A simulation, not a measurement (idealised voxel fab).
Process module under the name voxel tone inversion
Cross-section cut spans 190 nm and uses square cells 5 nm in size.
Heads up, the way a cross-section reads in here is a grid of square cells, handed over as bands from the top down, with every band being one or more rows of cells. Per band: top height and bottom height in nm, followed by the left-to-right materials and their widths in nm; "all across" marks a single material spanning edge to edge, "blank" marks empty space. Heights are expressed relative to 0, this being the level below which the as-received wafer comprises one material exclusively. The lowest band is unbounded in the downward direction and is denoted as in "0..down". It should be noted that a width expressed as "30 to 40" varies in equal increments from row to row of cells within the band, taking the value of the first number at the top row and that of the second number at the bottom row. You'll sometimes find "nothing different" written for a step, and that's the way of saying that nowhere in the cross-section did a cell change during that step. "Enclosed empty spaces" means: voids of 8 cells or more that are shut off from the top with no open way through. Written width x height at distance, distance from the left edge, in nm. On a step's line, text after the settings is the simulator commenting on that step. The setting "overlay nm" may be written on the line of a step. When the step uses a mask, the value reports how far to the right of the planned place the mask lay, and a negative value reports that it lay to the left.

-- Steps in the process plan
1. RECEIVE,material Si
2. CONFORMAL_DEP,material SiCN,thk nm 10
3. DIRECTIONAL_DEP,material polySi,thk nm 25
4. PATTERN,tone cover,mask id POSTS,material resist,width nm 25,pitch nm 40,thk nm 35,overlay nm 0
5. DIRECTIONAL_ETCH,etch materials polySi,depth nm 25
6. STRIP,etch materials resist
7. FILL_DEP,material lowk,thk nm 5
8. CMP,height nm 35
9. STRIP,etch materials polySi
10. CONFORMAL_DEP,material TiN,thk nm 5
11. FILL_DEP,material W,thk nm 5
12. CMP,height nm 35
13. CONFORMAL_DEP,material SiCN,thk nm 5

-- Delivered wafer in cross-section: state after step 1
> 0..down: Si all across
> Enclosed empty spaces: none

-- Sectioned view, first of two wafers, at the close of the module, processed as intended in the plan
> 40..35: SiCN all across
> 35..15: lowk: 40 | TiN: 5 | W: 15 | TiN: 5 | lowk: 15 | TiN: 5 | W: 15 | TiN: 5 | lowk: 15 | TiN: 5 | W: 15 | TiN: 5 | lowk: 45
> 15..10: lowk: 40 | TiN: 25 | lowk: 15 | TiN: 25 | lowk: 15 | TiN: 25 | lowk: 45
> 10..0: SiCN all across
> 0..down: Si all across
> Enclosed empty spaces: none

-- Second wafer through the module, sectioned at the end: same beginning and same plan as the first wafer, with one mistake in carrying it out
> 35..30: SiCN all across
> 30..15: lowk: 40 | TiN: 5 | W: 15 | TiN: 5 | lowk: 15 | TiN: 5 | W: 15 | TiN: 5 | lowk: 15 | TiN: 5 | W: 15 | TiN: 5 | lowk: 45
> 15..10: lowk: 40 | TiN: 25 | lowk: 15 | TiN: 25 | lowk: 15 | TiN: 25 | lowk: 45
> 10..0: SiCN all across
> 0..down: Si all across
> Enclosed empty spaces: none
Run error: step 12 ran as: CMP,height nm 30
Counted in cells at the end, the second wafer holds more or fewer of these materials than the first: 6 fewer of TiN; 9 fewer of W; 23 fewer of lowk
